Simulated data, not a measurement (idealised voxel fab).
The document below concerns the process module designated voxel wiring stack.
In the cross-section labelled cut, the width is 285 nm and each square cell is 5 nm.
Reading order for cross-sections: top band down to bottom band. Underlying form: a grid of square cells. Band size: one or more rows of cells.
Band entry format. Leading values: height of top, height of bottom, nm. Remainder: materials in left-to-right order, each with its width in nm. Special words: "all across" on a single material, which then fills the band edge to edge; "air", empty space.
Ref level 0: as-received wafer is one material below here. Bottom band extends down with no lower bound ("0 down").
You'd read "30->40" like this: the band's top row of cells is as wide as the first number, its bottom row is as wide as the second, and going down, every row changes width by the same amount as the row before did.
"no alterations made" after a step means that no cell of the cross-section changed.
Reported under the label "Sealed-off cavities" are the empty spaces having no open way to the top and comprising 8 cells or more; the notation for each is width x height at distance, in which the distance is measured from the left edge and all three values are in nm.
Heads up: the bit after the settings on a step's line is the simulator's remark on that step.
You can add "overlay nm" to a step's line. For a step with a mask, it describes how far the mask lay to the right of its planned position, and a negative number describes a lay to the left.
**Process steps (planned)**
1. RECEIVE, material Si
2. CONFORMAL_DEP, material SiO2, thk nm 15
3. CONFORMAL_DEP, material SiCN, thk nm 5
4. DIRECTIONAL_DEP, material lowk, thk nm 15
5. DIRECTIONAL_DEP, material aC, thk nm 10
6. PATTERN, tone open, mask id METAL_1, material resist, width nm 20, pitch nm 50, thk nm 30, overlay nm 0
7. DIRECTIONAL_ETCH, etch materials aC, depth nm 10
8. STRIP, etch materials resist
9. DIRECTIONAL_ETCH, etch materials lowk, depth nm 15
10. DIRECTIONAL_ETCH, etch materials SiCN, depth nm 5
11. STRIP, etch materials aC
12. CONFORMAL_DEP, material TiN, thk nm 5
13. FILL_DEP, material Cu, thk nm 10
14. CMP, height nm 35
15. CONFORMAL_DEP, material SiCN, thk nm 5
16. DIRECTIONAL_DEP, material lowk, thk nm 30
17. PATTERN, tone open, mask id METAL_2_HOLES, material resist, width nm 15, pitch nm 50, thk nm 15, overlay nm 0
18. DIRECTIONAL_ETCH, etch materials lowk, depth nm 30
19. STRIP, etch materials resist
20. DIRECTIONAL_DEP, material aC, thk nm 15
21. PATTERN, tone open, mask id METAL_2, material resist, width nm 20, pitch nm 50, thk nm 35, overlay nm 0
22. DIRECTIONAL_ETCH, etch materials aC, depth nm 15
23. STRIP, etch materials resist
24. DIRECTIONAL_ETCH, etch materials lowk, depth nm 15
25. DIRECTIONAL_ETCH, etch materials SiCN, depth nm 5
26. STRIP, etch materials aC
27. CONFORMAL_DEP, material TiN, thk nm 5
28. FILL_DEP, material Cu, thk nm 5
29. CMP, height nm 70
30. CONFORMAL_DEP, material SiCN, thk nm 5
**The following pertains to the first of two wafers, which was processed as planned**
**Wafer cross-section on receipt, i.e. after step 1**
    0 down | Si all across
    Sealed-off cavities: none
**So this is the wafer cross-section right after step 2**
    15 to 0 | SiO2 all across
    below 0: unchanged
**So this is the wafer cross-section right after step 3**
    20 to 15 | SiCN all across
    below 15: unchanged
**So this is the wafer cross-section right after step 4**
    35 to 20 | lowk all across
    below 20: unchanged
**So this is the wafer cross-section right after step 5**
    45 to 35 | aC all across
    below 35: unchanged
**So this is the wafer cross-section right after step 6**
    75 to 45 | resist 80 nm / air 20 nm / resist 30 nm / air 20 nm / resist 30 nm / air 20 nm / resist 85 nm
    below 45: unchanged
**So this is the wafer cross-section right after step 7**
    65 to 45 | resist 80 nm / air 20 nm / resist 30 nm / air 20 nm / resist 30 nm / air 20 nm / resist 85 nm
    45 to 35 | aC 80 nm / air 20 nm / aC 30 nm / air 20 nm / aC 30 nm / air 20 nm / aC 85 nm
    below 35: unchanged
**So this is the wafer cross-section right after step 8**
    45 to 35 | aC 80 nm / air 20 nm / aC 30 nm / air 20 nm / aC 30 nm / air 20 nm / aC 85 nm
    below 35: unchanged
**So this is the wafer cross-section right after step 9**
    45 to 35 | aC 80 nm / air 20 nm / aC 30 nm / air 20 nm / aC 30 nm / air 20 nm / aC 85 nm
    35 to 20 | lowk 80 nm / air 20 nm / lowk 30 nm / air 20 nm / lowk 30 nm / air 20 nm / lowk 85 nm
    below 20: unchanged
**So this is the wafer cross-section right after step 10**
    45 to 35 | aC 80 nm / air 20 nm / aC 30 nm / air 20 nm / aC 30 nm / air 20 nm / aC 85 nm
    35 to 20 | lowk 80 nm / air 20 nm / lowk 30 nm / air 20 nm / lowk 30 nm / air 20 nm / lowk 85 nm
    20 to 15 | SiCN 80 nm / air 20 nm / SiCN 30 nm / air 20 nm / SiCN 30 nm / air 20 nm / SiCN 85 nm
    below 15: unchanged
**So this is the wafer cross-section right after step 11**
    35 to 20 | lowk 80 nm / air 20 nm / lowk 30 nm / air 20 nm / lowk 30 nm / air 20 nm / lowk 85 nm
    below 20: unchanged
**So this is the wafer cross-section right after step 12**
    40 to 35 | TiN 85 nm / air 10 nm / TiN 40 nm / air 10 nm / TiN 40 nm / air 10 nm / TiN 90 nm
    35 to 20 | lowk 80 nm / TiN 5 nm / air 10 nm / TiN 5 nm / lowk 30 nm / TiN 5 nm / air 10 nm / TiN 5 nm / lowk 30 nm / TiN 5 nm / air 10 nm / TiN 5 nm / lowk 85 nm
    20 to 15 | SiCN 80 nm / TiN 20 nm / SiCN 30 nm / TiN 20 nm / SiCN 30 nm / TiN 20 nm / SiCN 85 nm
    below 15: unchanged
**So this is the wafer cross-section right after step 13**
    50 to 40 | Cu all across
    40 to 35 | TiN 85 nm / Cu 10 nm / TiN 40 nm / Cu 10 nm / TiN 40 nm / Cu 10 nm / TiN 90 nm
    35 to 20 | lowk 80 nm / TiN 5 nm / Cu 10 nm / TiN 5 nm / lowk 30 nm / TiN 5 nm / Cu 10 nm / TiN 5 nm / lowk 30 nm / TiN 5 nm / Cu 10 nm / TiN 5 nm / lowk 85 nm
    below 20: unchanged
**So this is the wafer cross-section right after step 14**
    35 to 20 | lowk 80 nm / TiN 5 nm / Cu 10 nm / TiN 5 nm / lowk 30 nm / TiN 5 nm / Cu 10 nm / TiN 5 nm / lowk 30 nm / TiN 5 nm / Cu 10 nm / TiN 5 nm / lowk 85 nm
    below 20: unchanged
**So this is the wafer cross-section right after step 15**
    40 to 35 | SiCN all across
    below 35: unchanged
**So this is the wafer cross-section right after step 16**
    70 to 40 | lowk all across
    below 40: unchanged
**So this is the wafer cross-section right after step 17**
    85 to 70 | resist 80 nm / air 15 nm / resist 35 nm / air 15 nm / resist 35 nm / air 15 nm / resist 90 nm
    below 70: unchanged
**So this is the wafer cross-section right after step 18**
    85 to 70 | resist 80 nm / air 15 nm / resist 35 nm / air 15 nm / resist 35 nm / air 15 nm / resist 90 nm
    70 to 40 | lowk 80 nm / air 15 nm / lowk 35 nm / air 15 nm / lowk 35 nm / air 15 nm / lowk 90 nm
    below 40: unchanged
**So this is the wafer cross-section right after step 19**
    70 to 40 | lowk 80 nm / air 15 nm / lowk 35 nm / air 15 nm / lowk 35 nm / air 15 nm / lowk 90 nm
    below 40: unchanged
**So this is the wafer cross-section right after step 20**
    85 to 70 | aC 80 nm / air 15 nm / aC 35 nm / air 15 nm / aC 35 nm / air 15 nm / aC 90 nm
    70 to 55 | lowk 80 nm / air 15 nm / lowk 35 nm / air 15 nm / lowk 35 nm / air 15 nm / lowk 90 nm
    55 to 40 | lowk 80 nm / aC 15 nm / lowk 35 nm / aC 15 nm / lowk 35 nm / aC 15 nm / lowk 90 nm
    below 40: unchanged
**So this is the wafer cross-section right after step 21**
    120 to 85 | resist 80 nm / air 20 nm / resist 30 nm / air 20 nm / resist 30 nm / air 20 nm / resist 85 nm
    below 85: unchanged
**So this is the wafer cross-section right after step 22**
    105 to 85 | resist 80 nm / air 20 nm / resist 30 nm / air 20 nm / resist 30 nm / air 20 nm / resist 85 nm
    85 to 70 | aC 80 nm / air 20 nm / aC 30 nm / air 20 nm / aC 30 nm / air 20 nm / aC 85 nm
    70 to 40 | lowk 80 nm / air 15 nm / lowk 35 nm / air 15 nm / lowk 35 nm / air 15 nm / lowk 90 nm
    below 40: unchanged
**So this is the wafer cross-section right after step 23**
    85 to 70 | aC 80 nm / air 20 nm / aC 30 nm / air 20 nm / aC 30 nm / air 20 nm / aC 85 nm
    below 70: unchanged
**So this is the wafer cross-section right after step 24**
    85 to 70 | aC 80 nm / air 20 nm / aC 30 nm / air 20 nm / aC 30 nm / air 20 nm / aC 85 nm
    70 to 55 | lowk 80 nm / air 20 nm / lowk 30 nm / air 20 nm / lowk 30 nm / air 20 nm / lowk 85 nm
    below 55: unchanged
**So this is the wafer cross-section right after step 25**
    85 to 70 | aC 80 nm / air 20 nm / aC 30 nm / air 20 nm / aC 30 nm / air 20 nm / aC 85 nm
    70 to 55 | lowk 80 nm / air 20 nm / lowk 30 nm / air 20 nm / lowk 30 nm / air 20 nm / lowk 85 nm
    55 to 40 | lowk 80 nm / air 15 nm / lowk 35 nm / air 15 nm / lowk 35 nm / air 15 nm / lowk 90 nm
    40 to 35 | SiCN 80 nm / air 15 nm / SiCN 35 nm / air 15 nm / SiCN 35 nm / air 15 nm / SiCN 90 nm
    below 35: unchanged
**So this is the wafer cross-section right after step 26**
    70 to 55 | lowk 80 nm / air 20 nm / lowk 30 nm / air 20 nm / lowk 30 nm / air 20 nm / lowk 85 nm
    below 55: unchanged
**So this is the wafer cross-section right after step 27**
    75 to 70 | TiN 85 nm / air 10 nm / TiN 40 nm / air 10 nm / TiN 40 nm / air 10 nm / TiN 90 nm
    70 to 60 | lowk 80 nm / TiN 5 nm / air 10 nm / TiN 5 nm / lowk 30 nm / TiN 5 nm / air 10 nm / TiN 5 nm / lowk 30 nm / TiN 5 nm / air 10 nm / TiN 5 nm / lowk 85 nm
    60 to 55 | lowk 80 nm / TiN 5 nm / air 5 nm / TiN 10 nm / lowk 30 nm / TiN 5 nm / air 5 nm / TiN 10 nm / lowk 30 nm / TiN 5 nm / air 5 nm / TiN 10 nm / lowk 85 nm
    55 to 40 | lowk 80 nm / TiN 5 nm / air 5 nm / TiN 5 nm / lowk 35 nm / TiN 5 nm / air 5 nm / TiN 5 nm / lowk 35 nm / TiN 5 nm / air 5 nm / TiN 5 nm / lowk 90 nm
    40 to 35 | SiCN 80 nm / TiN 15 nm / SiCN 35 nm / TiN 15 nm / SiCN 35 nm / TiN 15 nm / SiCN 90 nm
    below 35: unchanged
**So this is the wafer cross-section right after step 28**
    80 to 75 | Cu all across
    75 to 70 | TiN 85 nm / Cu 10 nm / TiN 40 nm / Cu 10 nm / TiN 40 nm / Cu 10 nm / TiN 90 nm
    70 to 60 | lowk 80 nm / TiN 5 nm / Cu 10 nm / TiN 5 nm / lowk 30 nm / TiN 5 nm / Cu 10 nm / TiN 5 nm / lowk 30 nm / TiN 5 nm / Cu 10 nm / TiN 5 nm / lowk 85 nm
    60 to 55 | lowk 80 nm / TiN 5 nm / Cu 5 nm / TiN 10 nm / lowk 30 nm / TiN 5 nm / Cu 5 nm / TiN 10 nm / lowk 30 nm / TiN 5 nm / Cu 5 nm / TiN 10 nm / lowk 85 nm
    55 to 40 | lowk 80 nm / TiN 5 nm / Cu 5 nm / TiN 5 nm / lowk 35 nm / TiN 5 nm / Cu 5 nm / TiN 5 nm / lowk 35 nm / TiN 5 nm / Cu 5 nm / TiN 5 nm / lowk 90 nm
    below 40: unchanged
**So this is the wafer cross-section right after step 29**
    70 to 60 | lowk 80 nm / TiN 5 nm / Cu 10 nm / TiN 5 nm / lowk 30 nm / TiN 5 nm / Cu 10 nm / TiN 5 nm / lowk 30 nm / TiN 5 nm / Cu 10 nm / TiN 5 nm / lowk 85 nm
    below 60: unchanged
**So this is the wafer cross-section right after step 30**
    75 to 70 | SiCN all across
    below 70: unchanged
**Wafer two: like wafer one in start and plan, but with one mistake in execution; identical up to and including step 13**
Second wafer shown in cross-section at the time step 14 was slated to end: no alterations made
**Second wafer shown in cross-section at the time step 15 was slated to end**
    55 to 50 | SiCN all across
    below 50: unchanged
**Second wafer shown in cross-section at the time step 16 was slated to end**
    85 to 55 | lowk all across
    below 55: unchanged
**Second wafer shown in cross-section at the time step 17 was slated to end**
    100 to 85 | resist 80 nm / air 15 nm / resist 35 nm / air 15 nm / resist 35 nm / air 15 nm / resist 90 nm
    below 85: unchanged
**Second wafer shown in cross-section at the time step 18 was slated to end**
    100 to 85 | resist 80 nm / air 15 nm / resist 35 nm / air 15 nm / resist 35 nm / air 15 nm / resist 90 nm
    85 to 55 | lowk 80 nm / air 15 nm / lowk 35 nm / air 15 nm / lowk 35 nm / air 15 nm / lowk 90 nm
    below 55: unchanged
**Second wafer shown in cross-section at the time step 19 was slated to end**
    85 to 55 | lowk 80 nm / air 15 nm / lowk 35 nm / air 15 nm / lowk 35 nm / air 15 nm / lowk 90 nm
    below 55: unchanged
**Second wafer shown in cross-section at the time step 20 was slated to end**
    100 to 85 | aC 80 nm / air 15 nm / aC 35 nm / air 15 nm / aC 35 nm / air 15 nm / aC 90 nm
    85 to 70 | lowk 80 nm / air 15 nm / lowk 35 nm / air 15 nm / lowk 35 nm / air 15 nm / lowk 90 nm
    70 to 55 | lowk 80 nm / aC 15 nm / lowk 35 nm / aC 15 nm / lowk 35 nm / aC 15 nm / lowk 90 nm
    below 55: unchanged
**Second wafer shown in cross-section at the time step 21 was slated to end**
    135 to 100 | resist 80 nm / air 20 nm / resist 30 nm / air 20 nm / resist 30 nm / air 20 nm / resist 85 nm
    below 100: unchanged
**Second wafer shown in cross-section at the time step 22 was slated to end**
    120 to 100 | resist 80 nm / air 20 nm / resist 30 nm / air 20 nm / resist 30 nm / air 20 nm / resist 85 nm
    100 to 85 | aC 80 nm / air 20 nm / aC 30 nm / air 20 nm / aC 30 nm / air 20 nm / aC 85 nm
    85 to 55 | lowk 80 nm / air 15 nm / lowk 35 nm / air 15 nm / lowk 35 nm / air 15 nm / lowk 90 nm
    below 55: unchanged
**Second wafer shown in cross-section at the time step 23 was slated to end**
    100 to 85 | aC 80 nm / air 20 nm / aC 30 nm / air 20 nm / aC 30 nm / air 20 nm / aC 85 nm
    below 85: unchanged
**Second wafer shown in cross-section at the time step 24 was slated to end**
    100 to 85 | aC 80 nm / air 20 nm / aC 30 nm / air 20 nm / aC 30 nm / air 20 nm / aC 85 nm
    85 to 70 | lowk 80 nm / air 20 nm / lowk 30 nm / air 20 nm / lowk 30 nm / air 20 nm / lowk 85 nm
    below 70: unchanged
**Second wafer shown in cross-section at the time step 25 was slated to end**
    100 to 85 | aC 80 nm / air 20 nm / aC 30 nm / air 20 nm / aC 30 nm / air 20 nm / aC 85 nm
    85 to 70 | lowk 80 nm / air 20 nm / lowk 30 nm / air 20 nm / lowk 30 nm / air 20 nm / lowk 85 nm
    70 to 55 | lowk 80 nm / air 15 nm / lowk 35 nm / air 15 nm / lowk 35 nm / air 15 nm / lowk 90 nm
    55 to 50 | SiCN 80 nm / air 15 nm / SiCN 35 nm / air 15 nm / SiCN 35 nm / air 15 nm / SiCN 90 nm
    below 50: unchanged
**Second wafer shown in cross-section at the time step 26 was slated to end**
    85 to 70 | lowk 80 nm / air 20 nm / lowk 30 nm / air 20 nm / lowk 30 nm / air 20 nm / lowk 85 nm
    below 70: unchanged
**Second wafer shown in cross-section at the time step 27 was slated to end**
    90 to 85 | TiN 85 nm / air 10 nm / TiN 40 nm / air 10 nm / TiN 40 nm / air 10 nm / TiN 90 nm
    85 to 75 | lowk 80 nm / TiN 5 nm / air 10 nm / TiN 5 nm / lowk 30 nm / TiN 5 nm / air 10 nm / TiN 5 nm / lowk 30 nm / TiN 5 nm / air 10 nm / TiN 5 nm / lowk 85 nm
    75 to 70 | lowk 80 nm / TiN 5 nm / air 5 nm / TiN 10 nm / lowk 30 nm / TiN 5 nm / air 5 nm / TiN 10 nm / lowk 30 nm / TiN 5 nm / air 5 nm / TiN 10 nm / lowk 85 nm
    70 to 55 | lowk 80 nm / TiN 5 nm / air 5 nm / TiN 5 nm / lowk 35 nm / TiN 5 nm / air 5 nm / TiN 5 nm / lowk 35 nm / TiN 5 nm / air 5 nm / TiN 5 nm / lowk 90 nm
    55 to 50 | SiCN 80 nm / TiN 15 nm / SiCN 35 nm / TiN 15 nm / SiCN 35 nm / TiN 15 nm / SiCN 90 nm
    below 50: unchanged
**Second wafer shown in cross-section at the time step 28 was slated to end**
    95 to 90 | Cu all across
    90 to 85 | TiN 85 nm / Cu 10 nm / TiN 40 nm / Cu 10 nm / TiN 40 nm / Cu 10 nm / TiN 90 nm
    85 to 75 | lowk 80 nm / TiN 5 nm / Cu 10 nm / TiN 5 nm / lowk 30 nm / TiN 5 nm / Cu 10 nm / TiN 5 nm / lowk 30 nm / TiN 5 nm / Cu 10 nm / TiN 5 nm / lowk 85 nm
    75 to 70 | lowk 80 nm / TiN 5 nm / Cu 5 nm / TiN 10 nm / lowk 30 nm / TiN 5 nm / Cu 5 nm / TiN 10 nm / lowk 30 nm / TiN 5 nm / Cu 5 nm / TiN 10 nm / lowk 85 nm
    70 to 55 | lowk 80 nm / TiN 5 nm / Cu 5 nm / TiN 5 nm / lowk 35 nm / TiN 5 nm / Cu 5 nm / TiN 5 nm / lowk 35 nm / TiN 5 nm / Cu 5 nm / TiN 5 nm / lowk 90 nm
    below 55: unchanged
**Second wafer shown in cross-section at the time step 29 was slated to end**
    70 to 55 | lowk 80 nm / TiN 5 nm / Cu 5 nm / TiN 5 nm / lowk 35 nm / TiN 5 nm / Cu 5 nm / TiN 5 nm / lowk 35 nm / TiN 5 nm / Cu 5 nm / TiN 5 nm / lowk 90 nm
    below 55: unchanged
**Second wafer shown in cross-section at the time step 30 was slated to end**
    75 to 70 | SiCN all across
    below 70: unchanged
Which mistake was made when the wafer was run? plan step 14 never ran because it was skipped
The final cell counts differ between the wafers, with the second having more or fewer of some materials than the first: 105 more of Cu, 30 more of TiN, 135 fewer of lowk
